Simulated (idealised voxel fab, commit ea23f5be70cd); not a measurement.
This is a process module. Its name is voxel released beams.
The cross-section on display is named cut; it measures 140 nm wide, and its cells are 5 nm squares.
A cross-section is a grid of square cells, given in bands from the top down. A band is one or more rows of cells. Top, bottom (nm), then materials left to right with widths (nm); lone material tagged "full width" fills the whole band edge to edge; "empty" = empty space. It should be noted that heights are counted from 0, beneath which the wafer as supplied is of one material throughout, and that the lowest band possesses no lower boundary but continues downward, as written in "0 down". So if you see something like "30 to 40" for the width, read it as the top row of the band sitting at the first number and the bottom row at the second, with every row in between moving by the same amount as the last. The designation "nothing changed", where it is given for a processing step, indicates that no cell of the cross-section was altered in the course of that step. Under "Unvented cavities" you'll find the enclosed gaps, the ones with no way out to the top, that are 8 cells or bigger; each reads width x height at distance, with distance counted from the left edge, everything in nm. That trailing text on a step's line, after the settings, is the simulator's own remark on the step. You can add "overlay nm" to a step's line. For a step with a mask, it describes how far the mask lay to the right of its planned position, and a negative number describes a lay to the left.
PROCESS STEPS FORESEEN IN THE PLAN
1) RECEIVE: material Si
2) CONFORMAL_DEP: material Al2O3, thk nm 5
3) DIRECTIONAL_DEP: material SiO2, thk nm 10
4) MASKED_ETCH: tone open, mask id ANCHOR, width nm 30, etch materials SiO2, depth nm 10, overlay nm 0
5) CONFORMAL_DEP: material W, thk nm 10
6) MASKED_ETCH: tone cover, mask id BEAM, width nm 80, etch materials W, depth nm 10, overlay nm 0
7) STRIP: etch materials SiO2
WAFER AS RECEIVED: CROSS-SECTION FOLLOWING STEP 1
  0 down: Si full width
  Unvented cavities: none
HERE'S THE CROSS-SECTION OF THE FIRST OF OUR TWO WAFERS AT THE END OF THE MODULE - IT RAN AS PLANNED
  25 to 15: empty 25, then W 15, then empty 10, then W 55, then empty 35
  15 to 5: empty 30, then W 30, then empty 80
  5 to 0: Al2O3 full width
  0 down: Si full width
  Unvented cavities: none
HERE'S THE SECOND OF OUR TWO WAFERS SECTIONED AT MODULE END. SAME START AS THE FIRST, SAME PLAN, BUT ONE MISTAKE GOT MADE RUNNING IT
  25 to 15: empty 25, then W 45, then empty 70
  15 to 5: empty 20, then W 10, then SiO2 30, then W 45, then empty 35
  5 to 0: Al2O3 full width
  0 down: Si full width
  Unvented cavities: none
It is concluded that the wafer was processed incorrectly with respect to the plan, in that step 4 changed vs plan, executed as MASKED_ETCH: tone cover, mask id ANCHOR, width nm 30, etch materials SiO2, depth nm 10, overlay nm 0
Materials where the second wafer ends with more or fewer cells than the first: SiO2 +12
